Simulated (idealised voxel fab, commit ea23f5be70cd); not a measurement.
The process module presented herein is designated voxel double patterning.
Each square cell in cross-section cut measures 5 nm, and the section as a whole is 195 nm wide.
Each cross-section below is a grid of square cells, stated as bands in top-down order, with one or more rows of cells making up each band.
The entry gives the band's vertical extent as a top height and a bottom height in nm, then its horizontal make-up as materials from left to right, each with a width in nm. "air" stands for empty space; a single material marked "edge to edge" fills the band edge to edge.
Measure heights from 0. That's the level where, below it, the as-received wafer is all one material. The lowest band is bottomless and extends downward; write it as in "0 and below".
A width given as "30->40" starts at the first number in the band's top row and ends at the second number in its bottom row, shifting by an equal amount at every step from row to row.
A step reported as "no change occurred" is a step in which no cell of the cross-section changed.
Entry "Enclosed internal voids". Content: empty spaces with no open connection to the top, size 8 cells or greater. Each: width x height at distance. Distance: from left edge. Unit: nm.
Step line, after settings: the simulator's comment on this step.
overlay nm: where the mask lay relative to plan, measured to the right, on steps with a mask; negatives go left.

**Process steps foreseen in the plan**
step 1: RECEIVE (material Si)
step 2: CONFORMAL_DEP (material SiO2; thk nm 5)
step 3: DIRECTIONAL_DEP (material polySi; thk nm 20)
step 4: DIRECTIONAL_DEP (material SiN; thk nm 5)
step 5: DIRECTIONAL_DEP (material aC; thk nm 10)
step 6: PATTERN (tone open; mask id FIRST; material resist; width nm 15; pitch nm 50; thk nm 30; overlay nm 0)
step 7: DIRECTIONAL_ETCH (etch materials aC; depth nm 10)
step 8: STRIP (etch materials resist)
step 9: DIRECTIONAL_ETCH (etch materials SiN; depth nm 5)
step 10: STRIP (etch materials aC)
step 11: PATTERN (tone open; mask id SECOND; material resist; width nm 15; thk nm 20; overlay nm 0)
step 12: DIRECTIONAL_ETCH (etch materials SiN; depth nm 5)
step 13: STRIP (etch materials resist)
step 14: DIRECTIONAL_ETCH (etch materials polySi; depth nm 20)
step 15: STRIP (etch materials SiN)
Wafers differ in width nm at step 11; plan lists the first wafer's value; identical starting state.

**The first of several wafers as received, shown in cross-section; this is its state after step 1**
	0 and below | Si edge to edge
	Enclosed internal voids: none

**Post step 15, the closing step of the module: first of several wafers, cross-sectioned**
	25 down to 5 | polySi 65; air 15; polySi 10; air 15; polySi 10; air 15; polySi 65
	5 down to 0 | SiO2 edge to edge
	0 and below | Si edge to edge
	Enclosed internal voids: none

**Last-wafer cross-section at the end of the module**
	25 down to 5 | polySi 65; air 15; polySi 5; air 45; polySi 65
	5 down to 0 | SiO2 edge to edge
	0 and below | Si edge to edge
	Enclosed internal voids: none

**Basically each wafer gets a line in the table, showing it at the end of the module: material by material, the cells it gained (+) or lost (-) since we got it, then its closed voids**
width nm 15 | +39 SiO2 | +120 polySi | Enclosed internal voids: none
width nm 20 | +39 SiO2 | +116 polySi | Enclosed internal voids: none
width nm 25 | +39 SiO2 | +112 polySi | Enclosed internal voids: none
width nm 30 | +39 SiO2 | +108 polySi | Enclosed internal voids: none
